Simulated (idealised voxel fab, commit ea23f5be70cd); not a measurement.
The document below concerns the process module designated voxel transistor to metal.
The figure presents cross-section cut, which has a width of 175 nm and is divided into square cells with an edge length of 5 nm.
In what follows, cross-sections appear as grids of square cells, described through bands that run from the top down, where every band is one or more rows of cells. Per band: top height and bottom height in nm, followed by the left-to-right materials and their widths in nm; "all across" marks a single material spanning edge to edge, "air" marks empty space. Beneath 0, the wafer as received is one material, and that level is where height counting begins. The lowest band goes on downward without a bottom; it is written like "0 nm and below". Width: "30..40" (first number = top row, second number = bottom row, same change from row to row of cells). The designation "no alterations made", where it is given for a processing step, indicates that no cell of the cross-section was altered in the course of that step. Empty spaces counting at least 8 cells and having no open way to the top are listed in "Voids lacking openings". The notation width x height at distance is used for each, the distance being from the left edge and all three values in nm. after a step's settings: what the simulator itself notes on the step. overlay nm: where the mask lay relative to plan, measured to the right, on steps with a mask; negatives go left.

PLANNED STEP LIST FOR THE PROCESS
1 RECEIVE | material Si
2 OXIDIZE | depth nm 5
3 CONFORMAL_DEP | material SiN | thk nm 10
4 DIRECTIONAL_DEP | material aC | thk nm 15
5 PATTERN | tone cover | mask id ACTIVE | material resist | width nm 115 | thk nm 35 | overlay nm 0
6 DIRECTIONAL_ETCH | etch materials aC | depth nm 15
7 STRIP | etch materials resist
8 DIRECTIONAL_ETCH | etch materials SiN | depth nm 10
9 DIRECTIONAL_ETCH | etch materials SiO2 | depth nm 5
10 DIRECTIONAL_ETCH | etch materials Si | depth nm 20
11 STRIP | etch materials aC
12 OXIDIZE | depth nm 5
13 FILL_DEP | material SiO2 | thk nm 5
14 CMP | height nm 10
15 SELECTIVE_ETCH | etch materials SiO2 | depth nm 10
16 STRIP | etch materials SiN
17 SELECTIVE_ETCH | etch materials SiO2 | depth nm 5
18 OXIDIZE | depth nm 5
19 DIRECTIONAL_DEP | material polySi | thk nm 30
20 DIRECTIONAL_DEP | material SiCN | thk nm 10
21 PATTERN | tone cover | mask id GATE | material resist | width nm 25 | thk nm 15 | overlay nm 0
22 DIRECTIONAL_ETCH | etch materials SiCN | depth nm 20
23 DIRECTIONAL_ETCH | etch materials polySi | depth nm 40
24 STRIP | etch materials resist
25 CONFORMAL_DEP | material SiO2 | thk nm 5
26 DIRECTIONAL_ETCH | etch materials SiO2 | depth nm 5
27 CONFORMAL_DEP | material SiN | thk nm 10
28 DIRECTIONAL_ETCH | etch materials SiN | depth nm 10
29 DIRECTIONAL_ETCH | etch materials SiO2 | depth nm 5
30 DIRECTIONAL_ETCH | etch materials Si | depth nm 5
31 EPI | material pSi | thk nm 5
32 FILL_DEP | material SiO2 | thk nm 5
33 CMP | height nm 25
34 STRIP | etch materials polySi
35 SELECTIVE_ETCH | etch materials SiO2 | depth nm 5
36 CONFORMAL_DEP | material HfO2 | thk nm 5
37 CONFORMAL_DEP | material TiN | thk nm 5
38 FILL_DEP | material W | thk nm 5
39 CMP | height nm 20
40 DIRECTIONAL_DEP | material SiO2 | thk nm 10
41 MASKED_ETCH | tone open | mask id CONTACT | width nm 20 | pitch nm 75 | etch materials SiO2 | depth nm 40 | overlay nm 0
42 CONFORMAL_DEP | material TiN | thk nm 5
43 FILL_DEP | material W | thk nm 5
44 CMP | height nm 30
45 CONFORMAL_DEP | material SiCN | thk nm 5
46 DIRECTIONAL_DEP | material lowk | thk nm 25
47 PATTERN | tone open | mask id METAL_1 | material resist | width nm 20 | pitch nm 75 | thk nm 20 | overlay nm 0
48 DIRECTIONAL_ETCH | etch materials lowk | depth nm 25
49 DIRECTIONAL_ETCH | etch materials SiCN | depth nm 5
50 STRIP | etch materials resist
51 CONFORMAL_DEP | material TiN | thk nm 5
52 FILL_DEP | material W | thk nm 5
53 CMP | height nm 60
54 EPI | material Ru | thk nm 5
55 FILL_DEP | material SiCN | thk nm 5
56 DIRECTIONAL_DEP | material lowk | thk nm 25
57 PATTERN | tone open | mask id METAL_2 | material resist | width nm 20 | pitch nm 75 | thk nm 15 | overlay nm 0
58 DIRECTIONAL_ETCH | etch materials lowk | depth nm 15
59 STRIP | etch materials resist
60 PATTERN | tone open | mask id METAL_2_HOLES | material resist | width nm 15 | pitch nm 75 | thk nm 15 | overlay nm 0
61 DIRECTIONAL_ETCH | etch materials lowk | depth nm 10
62 DIRECTIONAL_ETCH | etch materials SiCN | depth nm 5
63 STRIP | etch materials resist
64 CONFORMAL_DEP | material TiN | thk nm 5
65 FILL_DEP | material Cu | thk nm 5
66 CMP | height nm 95
67 CONFORMAL_DEP | material SiN | thk nm 5

CROSS-SECTION: WAFER ON ARRIVAL = AFTER STEP 1
* 0 nm and below | Si all across
* Voids lacking openings: none

FIRST WAFER AT THE END, AS PLANNED
* 100 nm to 95 nm | SiN all across
* 95 nm to 85 nm | lowk 40 nm, TiN 5 nm, Cu 10 nm, TiN 5 nm, lowk 55 nm, TiN 5 nm, Cu 10 nm, TiN 5 nm, lowk 40 nm
* 85 nm to 80 nm | lowk 40 nm, TiN 5 nm, Cu 5 nm, TiN 10 nm, lowk 55 nm, TiN 5 nm, Cu 5 nm, TiN 10 nm, lowk 40 nm
* 80 nm to 70 nm | lowk 40 nm, TiN 5 nm, Cu 5 nm, TiN 5 nm, lowk 60 nm, TiN 5 nm, Cu 5 nm, TiN 5 nm, lowk 45 nm
* 70 nm to 65 nm | SiCN 40 nm, TiN 15 nm, SiCN 60 nm, TiN 15 nm, SiCN 45 nm
* 65 nm to 60 nm | SiCN 35 nm, Ru 30 nm, SiCN 45 nm, Ru 30 nm, SiCN 35 nm
* 60 nm to 35 nm | lowk 40 nm, TiN 5 nm, W 10 nm, TiN 5 nm, lowk 55 nm, TiN 5 nm, W 10 nm, TiN 5 nm, lowk 40 nm
* 35 nm to 30 nm | SiCN 40 nm, TiN 20 nm, SiCN 55 nm, TiN 20 nm, SiCN 40 nm
* 30 nm to 20 nm | SiO2 40 nm, TiN 5 nm, W 10 nm, TiN 5 nm, SiO2 55 nm, TiN 5 nm, W 10 nm, TiN 5 nm, SiO2 40 nm
* 20 nm to 0 nm | SiO2 40 nm, TiN 5 nm, W 10 nm, TiN 5 nm, SiN 10 nm, HfO2 5 nm, TiN 5 nm, W 15 nm, TiN 5 nm, HfO2 5 nm, SiN 10 nm, TiN 5 nm, W 10 nm, TiN 5 nm, SiO2 40 nm
* 0 nm to -5 nm | SiO2 40 nm, TiN 5 nm, W 5 nm, TiN 10 nm, SiN 10 nm, HfO2 5 nm, TiN 25 nm, HfO2 5 nm, SiN 10 nm, TiN 10 nm, W 5 nm, TiN 5 nm, SiO2 40 nm
* -5 nm to -10 nm | SiO2 40 nm, TiN 15 nm, pSi 5 nm, SiO2 10 nm, HfO2 35 nm, SiO2 10 nm, pSi 5 nm, TiN 15 nm, SiO2 40 nm
* -10 nm to -15 nm | SiO2 35 nm, pSi 25 nm, Si 55 nm, pSi 25 nm, SiO2 35 nm
* -15 nm to -30 nm | SiO2 35 nm, Si 105 nm, SiO2 35 nm
* -30 nm and below | Si all across
* Voids lacking openings: none

MODULE END: CROSS-SECTION OF WAFER TWO OF TWO. SAME START AND PROCESS PLAN AS THE FIRST WAFER. ONE MISTAKE DURING EXECUTION
* 100 nm to 95 nm | SiN all across
* 95 nm to 85 nm | lowk 40 nm, TiN 5 nm, Cu 10..5 nm, TiN 5..10 nm, lowk 55 nm, TiN 5 nm, Cu 10..5 nm, TiN 5..10 nm, lowk 40 nm
* 85 nm to 75 nm | lowk 40 nm, TiN 5 nm, Cu 5 nm, TiN 5 nm, lowk 60 nm, TiN 5 nm, Cu 5 nm, TiN 5 nm, lowk 45 nm
* 75 nm to 70 nm | SiCN 40 nm, TiN 15 nm, SiCN 60 nm, TiN 15 nm, SiCN 45 nm
* 70 nm to 65 nm | Ru all across
* 65 nm to 60 nm | TiN 45 nm, W 10 nm, TiN 65 nm, W 10 nm, TiN 45 nm
* 60 nm to 35 nm | lowk 40 nm, TiN 5 nm, W 10 nm, TiN 5 nm, lowk 55 nm, TiN 5 nm, W 10 nm, TiN 5 nm, lowk 40 nm
* 35 nm to 30 nm | SiCN 40 nm, TiN 20 nm, SiCN 55 nm, TiN 20 nm, SiCN 40 nm
* 30 nm to 20 nm | SiO2 40 nm, TiN 5 nm, W 10 nm, TiN 5 nm, SiO2 55 nm, TiN 5 nm, W 10 nm, TiN 5 nm, SiO2 40 nm
* 20 nm to 0 nm | SiO2 40 nm, TiN 5 nm, W 10 nm, TiN 5 nm, SiN 10 nm, HfO2 5 nm, TiN 5 nm, W 15 nm, TiN 5 nm, HfO2 5 nm, SiN 10 nm, TiN 5 nm, W 10 nm, TiN 5 nm, SiO2 40 nm
* 0 nm to -5 nm | SiO2 40 nm, TiN 5 nm, W 5 nm, TiN 10 nm, SiN 10 nm, HfO2 5 nm, TiN 25 nm, HfO2 5 nm, SiN 10 nm, TiN 10 nm, W 5 nm, TiN 5 nm, SiO2 40 nm
* -5 nm to -10 nm | SiO2 40 nm, TiN 15 nm, pSi 5 nm, SiO2 10 nm, HfO2 35 nm, SiO2 10 nm, pSi 5 nm, TiN 15 nm, SiO2 40 nm
* -10 nm to -15 nm | SiO2 35 nm, pSi 25 nm, Si 55 nm, pSi 25 nm, SiO2 35 nm
* -15 nm to -30 nm | SiO2 35 nm, Si 105 nm, SiO2 35 nm
* -30 nm and below | Si all across
* Voids lacking openings: none
In executing the process, a mistake was made relative to the plan: step 53 was processed under conditions differing from the plan, specifically as CMP | height nm 65
At the finish, the second wafer shows more or fewer cells for some materials than the first does: -4 Cu | +23 Ru | -23 SiCN | +27 TiN | +4 W | -27 lowk
